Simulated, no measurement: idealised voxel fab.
voxel trench capacitor: a process module
FYI the section here is cut, 265 nm wide, cells are 5 nm squares.
In what follows, cross-sections appear as grids of square cells, described through bands that run from the top down, where every band is one or more rows of cells. Band entry format. Leading values: height of top, height of bottom, nm. Remainder: materials in left-to-right order, each with its width in nm. Special words: "edge to edge" on a single material, which then fills the band edge to edge; "empty", empty space. Convention: height 0 is the level below which the wafer, as received, is all one material. The lowest band does not terminate at the bottom but continues downward, represented as "from 0 down". A width such as "30..40" changes by the same amount from each row of cells to the next, from the band's top row to its bottom row. Key: "stayed the same" - step with no changed cell in the cross-section. In the "Sealed voids" entry, you get each enclosed empty space of 8 cells or more, one with no open way to the top, written width x height at distance, distance from the left edge, in nm. It should be noted that, on the line of a given step, the content following the step's settings is a remark produced by the simulator itself with respect to that step. overlay nm: mask offset rightward from planned place, masked step; negative means leftward offset.
PLANNED PROCESS STEPS
1 RECEIVE (material Si)
2 CONFORMAL_DEP (material SiN; thk nm 5)
3 MASKED_ETCH (tone open; mask id TRENCH; width nm 30; pitch nm 55; etch materials SiN; depth nm 5; overlay nm 0)
4 MASKED_ETCH (tone open; mask id TRENCH; width nm 30; pitch nm 55; etch materials Si; depth nm 25; overlay nm 0)
5 CONFORMAL_DEP (material HfO2; thk nm 5)
6 CONFORMAL_DEP (material TiN; thk nm 5)
7 FILL_DEP (material W; thk nm 5)
8 CMP (height nm 5)
CROSS-SECTION OF THE INCOMING WAFER, STATE AFTER STEP 1
* from 0 down  Si edge to edge
* Sealed voids: none
STARTING STRUCTURE AND PROCESS PLAN ARE AS SHOWN ABOVE, BUT ONE MISTAKE WAS MADE IN RUNNING THE MODULE; THE WAFER CROSS-SECTION AT THE END OF THE MODULE FOLLOWS
* from 5 to 0  SiN (55), then HfO2 (10), then TiN (5), then W (10), then TiN (5), then HfO2 (10), then SiN (15), then HfO2 (10), then TiN (5), then W (10), then TiN (5), then HfO2 (10), then SiN (15), then HfO2 (10), then TiN (5), then W (10), then TiN (5), then HfO2 (10), then SiN (60)
* from 0 to -15  Si (60), then HfO2 (5), then TiN (5), then W (10), then TiN (5), then HfO2 (5), then Si (25), then HfO2 (5), then TiN (5), then W (10), then TiN (5), then HfO2 (5), then Si (25), then HfO2 (5), then TiN (5), then W (10), then TiN (5), then HfO2 (5), then Si (65)
* from -15 to -20  Si (60), then HfO2 (5), then TiN (20), then HfO2 (5), then Si (25), then HfO2 (5), then TiN (20), then HfO2 (5), then Si (25), then HfO2 (5), then TiN (20), then HfO2 (5), then Si (65)
* from -20 to -25  Si (60), then HfO2 (30), then Si (25), then HfO2 (30), then Si (25), then HfO2 (30), then Si (65)
* from -25 down  Si edge to edge
* Sealed voids: none
Misprocessing identified: step 3 changed vs plan, executed as MASKED_ETCH (tone open; mask id TRENCH; width nm 40; pitch nm 55; etch materials SiN; depth nm 5; overlay nm 0)
